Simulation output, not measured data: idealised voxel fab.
The process module presented herein is designated voxel double patterning.
Shown is cross-section cut, with a width of 160 nm and square cells of size 5 nm.
Cross-section spec: square-cell grid; bands listed top down; each band is one or more rows.
The band entry comprises the height of the band's top followed by the height of its bottom, expressed in nm, and subsequently the band's materials from left to right, each stated together with its width in nm. Where a single material is marked with the word "edge to edge", that material fills the band from edge to edge. The word "empty" represents empty space.
Heads up on the height convention: 0 is the point under which the incoming wafer is all one material, and the lowest band has no bottom, it just keeps going down, like "0..down".
The notation "30 to 40" denotes a width that varies across the rows of cells in the band, beginning at the first number in the top row, finishing at the second number in the bottom row, and changing by an identical amount from each row to the next.
What does "all unchanged" mean for a step? It means no cell of the cross-section changed in that step.
"Encapsulated voids": empty spaces of 8 cells or more with no open way to the top, each given as width x height at distance, distance from the left edge, all in nm.
Heads up: the bit after the settings on a step's line is the simulator's remark on that step.
"overlay nm" denotes, for a step that has a mask, the displacement of the mask to the right of its planned place, with negative values corresponding to the left.
Process steps - plan:
1. op RECEIVE | material Si
2. op CONFORMAL_DEP | material SiO2 | thk nm 10
3. op DIRECTIONAL_DEP | material W | thk nm 10
4. op DIRECTIONAL_DEP | material SiCN | thk nm 5
5. op DIRECTIONAL_DEP | material aC | thk nm 15
6. op PATTERN | tone open | mask id FIRST | material resist | width nm 15 | pitch nm 50 | thk nm 30 | overlay nm 0
7. op DIRECTIONAL_ETCH | etch materials aC | depth nm 15
8. op STRIP | etch materials resist
9. op DIRECTIONAL_ETCH | etch materials SiCN | depth nm 5
10. op STRIP | etch materials aC
11. op DIRECTIONAL_DEP | material aC | thk nm 10
12. op PATTERN | tone open | mask id SECOND | material resist | width nm 15 | pitch nm 50 | thk nm 30 | overlay nm 0
13. op DIRECTIONAL_ETCH | etch materials aC | depth nm 10
14. op STRIP | etch materials resist
15. op DIRECTIONAL_ETCH | etch materials SiCN | depth nm 5
16. op STRIP | etch materials aC
17. op DIRECTIONAL_ETCH | etch materials W | depth nm 10
18. op STRIP | etch materials SiCN
The first of a set of two wafers, run to plan:
Wafer cross-section on receipt, i.e. after step 1:
    0..down | Si edge to edge
    Encapsulated voids: none
Upon completion of step 2, the wafer appears in cross-section as shown:
    10..0 | SiO2 edge to edge
    Everything below 0 is unchanged.
Upon completion of step 3, the wafer appears in cross-section as shown:
    20..10 | W edge to edge
    Everything below 10 is unchanged.
Upon completion of step 4, the wafer appears in cross-section as shown:
    25..20 | SiCN edge to edge
    Everything below 20 is unchanged.
Upon completion of step 5, the wafer appears in cross-section as shown:
    40..25 | aC edge to edge
    Everything below 25 is unchanged.
Upon completion of step 6, the wafer appears in cross-section as shown:
    70..40 | resist=20 | empty=15 | resist=35 | empty=15 | resist=35 | empty=15 | resist=25
    Everything below 40 is unchanged.
Upon completion of step 7, the wafer appears in cross-section as shown:
    55..40 | resist=20 | empty=15 | resist=35 | empty=15 | resist=35 | empty=15 | resist=25
    40..25 | aC=20 | empty=15 | aC=35 | empty=15 | aC=35 | empty=15 | aC=25
    Everything below 25 is unchanged.
Upon completion of step 8, the wafer appears in cross-section as shown:
    40..25 | aC=20 | empty=15 | aC=35 | empty=15 | aC=35 | empty=15 | aC=25
    Everything below 25 is unchanged.
Upon completion of step 9, the wafer appears in cross-section as shown:
    40..25 | aC=20 | empty=15 | aC=35 | empty=15 | aC=35 | empty=15 | aC=25
    25..20 | SiCN=20 | empty=15 | SiCN=35 | empty=15 | SiCN=35 | empty=15 | SiCN=25
    Everything below 20 is unchanged.
Upon completion of step 10, the wafer appears in cross-section as shown:
    25..20 | SiCN=20 | empty=15 | SiCN=35 | empty=15 | SiCN=35 | empty=15 | SiCN=25
    Everything below 20 is unchanged.
Upon completion of step 11, the wafer appears in cross-section as shown:
    35..30 | aC=20 | empty=15 | aC=35 | empty=15 | aC=35 | empty=15 | aC=25
    30..25 | aC edge to edge
    25..20 | SiCN=20 | aC=15 | SiCN=35 | aC=15 | SiCN=35 | aC=15 | SiCN=25
    Everything below 20 is unchanged.
Upon completion of step 12, the wafer appears in cross-section as shown:
    65..35 | resist=45 | empty=15 | resist=35 | empty=15 | resist=50
    35..30 | aC=20 | resist=15 | aC=35 | resist=15 | aC=35 | resist=15 | aC=25
    Everything below 30 is unchanged.
Upon completion of step 13, the wafer appears in cross-section as shown:
    55..35 | resist=45 | empty=15 | resist=35 | empty=15 | resist=50
    35..30 | aC=20 | resist=15 | aC=10 | empty=15 | aC=10 | resist=15 | aC=10 | empty=15 | aC=10 | resist=15 | aC=25
    30..25 | aC=45 | empty=15 | aC=35 | empty=15 | aC=50
    Everything below 25 is unchanged.
Upon completion of step 14, the wafer appears in cross-section as shown:
    35..30 | aC=20 | empty=15 | aC=10 | empty=15 | aC=10 | empty=15 | aC=10 | empty=15 | aC=10 | empty=15 | aC=25
    Everything below 30 is unchanged.
Upon completion of step 15, the wafer appears in cross-section as shown:
    35..30 | aC=20 | empty=15 | aC=10 | empty=15 | aC=10 | empty=15 | aC=10 | empty=15 | aC=10 | empty=15 | aC=25
    30..25 | aC=45 | empty=15 | aC=35 | empty=15 | aC=50
    25..20 | SiCN=20 | aC=15 | SiCN=10 | empty=15 | SiCN=10 | aC=15 | SiCN=10 | empty=15 | SiCN=10 | aC=15 | SiCN=25
    Everything below 20 is unchanged.
Upon completion of step 16, the wafer appears in cross-section as shown:
    25..20 | SiCN=20 | empty=15 | SiCN=10 | empty=15 | SiCN=10 | empty=15 | SiCN=10 | empty=15 | SiCN=10 | empty=15 | SiCN=25
    Everything below 20 is unchanged.
Upon completion of step 17, the wafer appears in cross-section as shown:
    25..20 | SiCN=20 | empty=15 | SiCN=10 | empty=15 | SiCN=10 | empty=15 | SiCN=10 | empty=15 | SiCN=10 | empty=15 | SiCN=25
    20..10 | W=20 | empty=15 | W=10 | empty=15 | W=10 | empty=15 | W=10 | empty=15 | W=10 | empty=15 | W=25
    Everything below 10 is unchanged.
Upon completion of step 18, the wafer appears in cross-section as shown:
    20..10 | W=20 | empty=15 | W=10 | empty=15 | W=10 | empty=15 | W=10 | empty=15 | W=10 | empty=15 | W=25
    Everything below 10 is unchanged.
Okay, second wafer. Nothing different at the start, nothing different in the plan, just one mistake somewhere in the running. As far as step 1, counting that step, it's the first wafer all over again:
Second wafer, cut view, end of step 2 per plan: all unchanged
Second wafer, cut view, end of step 3 per plan:
    10..0 | W edge to edge
    Everything below 0 is unchanged.
Second wafer, cut view, end of step 4 per plan:
    15..10 | SiCN edge to edge
    Everything below 10 is unchanged.
Second wafer, cut view, end of step 5 per plan:
    30..15 | aC edge to edge
    Everything below 15 is unchanged.
Second wafer, cut view, end of step 6 per plan:
    60..30 | resist=20 | empty=15 | resist=35 | empty=15 | resist=35 | empty=15 | resist=25
    Everything below 30 is unchanged.
Second wafer, cut view, end of step 7 per plan:
    45..30 | resist=20 | empty=15 | resist=35 | empty=15 | resist=35 | empty=15 | resist=25
    30..15 | aC=20 | empty=15 | aC=35 | empty=15 | aC=35 | empty=15 | aC=25
    Everything below 15 is unchanged.
Second wafer, cut view, end of step 8 per plan:
    30..15 | aC=20 | empty=15 | aC=35 | empty=15 | aC=35 | empty=15 | aC=25
    Everything below 15 is unchanged.
Second wafer, cut view, end of step 9 per plan:
    30..15 | aC=20 | empty=15 | aC=35 | empty=15 | aC=35 | empty=15 | aC=25
    15..10 | SiCN=20 | empty=15 | SiCN=35 | empty=15 | SiCN=35 | empty=15 | SiCN=25
    Everything below 10 is unchanged.
Second wafer, cut view, end of step 10 per plan:
    15..10 | SiCN=20 | empty=15 | SiCN=35 | empty=15 | SiCN=35 | empty=15 | SiCN=25
    Everything below 10 is unchanged.
Second wafer, cut view, end of step 11 per plan:
    25..20 | aC=20 | empty=15 | aC=35 | empty=15 | aC=35 | empty=15 | aC=25
    20..15 | aC edge to edge
    15..10 | SiCN=20 | aC=15 | SiCN=35 | aC=15 | SiCN=35 | aC=15 | SiCN=25
    Everything below 10 is unchanged.
Second wafer, cut view, end of step 12 per plan:
    55..25 | resist=45 | empty=15 | resist=35 | empty=15 | resist=50
    25..20 | aC=20 | resist=15 | aC=35 | resist=15 | aC=35 | resist=15 | aC=25
    Everything below 20 is unchanged.
Second wafer, cut view, end of step 13 per plan:
    45..25 | resist=45 | empty=15 | resist=35 | empty=15 | resist=50
    25..20 | aC=20 | resist=15 | aC=10 | empty=15 | aC=10 | resist=15 | aC=10 | empty=15 | aC=10 | resist=15 | aC=25
    20..15 | aC=45 | empty=15 | aC=35 | empty=15 | aC=50
    Everything below 15 is unchanged.
Second wafer, cut view, end of step 14 per plan:
    25..20 | aC=20 | empty=15 | aC=10 | empty=15 | aC=10 | empty=15 | aC=10 | empty=15 | aC=10 | empty=15 | aC=25
    Everything below 20 is unchanged.
Second wafer, cut view, end of step 15 per plan:
    25..20 | aC=20 | empty=15 | aC=10 | empty=15 | aC=10 | empty=15 | aC=10 | empty=15 | aC=10 | empty=15 | aC=25
    20..15 | aC=45 | empty=15 | aC=35 | empty=15 | aC=50
    15..10 | SiCN=20 | aC=15 | SiCN=10 | empty=15 | SiCN=10 | aC=15 | SiCN=10 | empty=15 | SiCN=10 | aC=15 | SiCN=25
    Everything below 10 is unchanged.
Second wafer, cut view, end of step 16 per plan:
    15..10 | SiCN=20 | empty=15 | SiCN=10 | empty=15 | SiCN=10 | empty=15 | SiCN=10 | empty=15 | SiCN=10 | empty=15 | SiCN=25
    Everything below 10 is unchanged.
Second wafer, cut view, end of step 17 per plan:
    15..10 | SiCN=20 | empty=15 | SiCN=10 | empty=15 | SiCN=10 | empty=15 | SiCN=10 | empty=15 | SiCN=10 | empty=15 | SiCN=25
    10..0 | W=20 | empty=15 | W=10 | empty=15 | W=10 | empty=15 | W=10 | empty=15 | W=10 | empty=15 | W=25
    Everything below 0 is unchanged.
Second wafer, cut view, end of step 18 per plan:
    10..0 | W=20 | empty=15 | W=10 | empty=15 | W=10 | empty=15 | W=10 | empty=15 | W=10 | empty=15 | W=25
    Everything below 0 is unchanged.
What was the processing mistake? step 2 of the plan was jumped over and never run
Wafer comparison, final, in cells, second relative to first, materials more or fewer: 64 fewer of SiO2
